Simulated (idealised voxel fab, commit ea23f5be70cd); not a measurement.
Title: Process Module voxel double patterning
Each square cell in cross-section cut measures 5 nm, and the section as a whole is 250 nm wide.
The cross-sections in this document take the form of a grid made of square cells. They are written out as bands, in order from top to bottom. Each band consists of one or more rows of cells. Top, bottom (nm), then materials left to right with widths (nm); lone material tagged "full width" fills the whole band edge to edge; "blank" = empty space. The reference from which all heights are counted is 0, the level beneath which the as-received wafer is entirely one material; the lowest band, having no lower bound, proceeds downward and is written after the example "0..down". Top row gets the first number, bottom row gets the second, and each row in between changes by the same step: that is how a band width like "30 to 40" works. It should be understood that the words "everything unchanged", when stated for a given step, signify that the cross-section underwent no change in any of its cells during that step. Empty spaces without an open route to the top, at least 8 cells in extent, make up the entry "Enclosed cavities"; each is given as width x height at distance, where the distance is measured from the left edge, and all are in nm. Read whatever lies past the settings on a step's line as the simulator's own remark about the step. You can add "overlay nm" to a step's line. For a step with a mask, it describes how far the mask lay to the right of its planned position, and a negative number describes a lay to the left.
# So here's the lineup of process steps we planned
- 1: RECEIVE [material Si]
- 2: CONFORMAL_DEP [material SiO2] [thk nm 5]
- 3: DIRECTIONAL_DEP [material polySi] [thk nm 10]
- 4: DIRECTIONAL_DEP [material SiCN] [thk nm 10]
- 5: DIRECTIONAL_DEP [material aC] [thk nm 10]
- 6: PATTERN [tone open] [mask id FIRST] [material resist] [width nm 15] [pitch nm 50] [thk nm 25] [overlay nm 0]
- 7: DIRECTIONAL_ETCH [etch materials aC] [depth nm 10]
- 8: STRIP [etch materials resist]
- 9: DIRECTIONAL_ETCH [etch materials SiCN] [depth nm 10]
- 10: STRIP [etch materials aC]
- 11: PATTERN [tone open] [mask id SECOND] [material resist] [width nm 15] [pitch nm 50] [thk nm 20] [overlay nm 0]
- 12: DIRECTIONAL_ETCH [etch materials SiCN] [depth nm 10]
- 13: STRIP [etch materials resist]
- 14: DIRECTIONAL_ETCH [etch materials polySi] [depth nm 10]
- 15: STRIP [etch materials SiCN]
# Wafer as received: cross-section following step 1
  0..down | Si full width
  Enclosed cavities: none
# Below is the wafer in cross-section after the module was completed. It began from the starting point shown above and followed the plan shown above, except that one mistake was made while running it
  15..5 | polySi 65, blank 15, polySi 10, blank 15, polySi 10, blank 15, polySi 10, blank 15, polySi 10, blank 15, polySi 70
  5..0 | aC full width
  0..down | Si full width
  Enclosed cavities: none
Deviation noted in wafer processing: not per plan at step 2, really ran CONFORMAL_DEP [material aC] [thk nm 5]
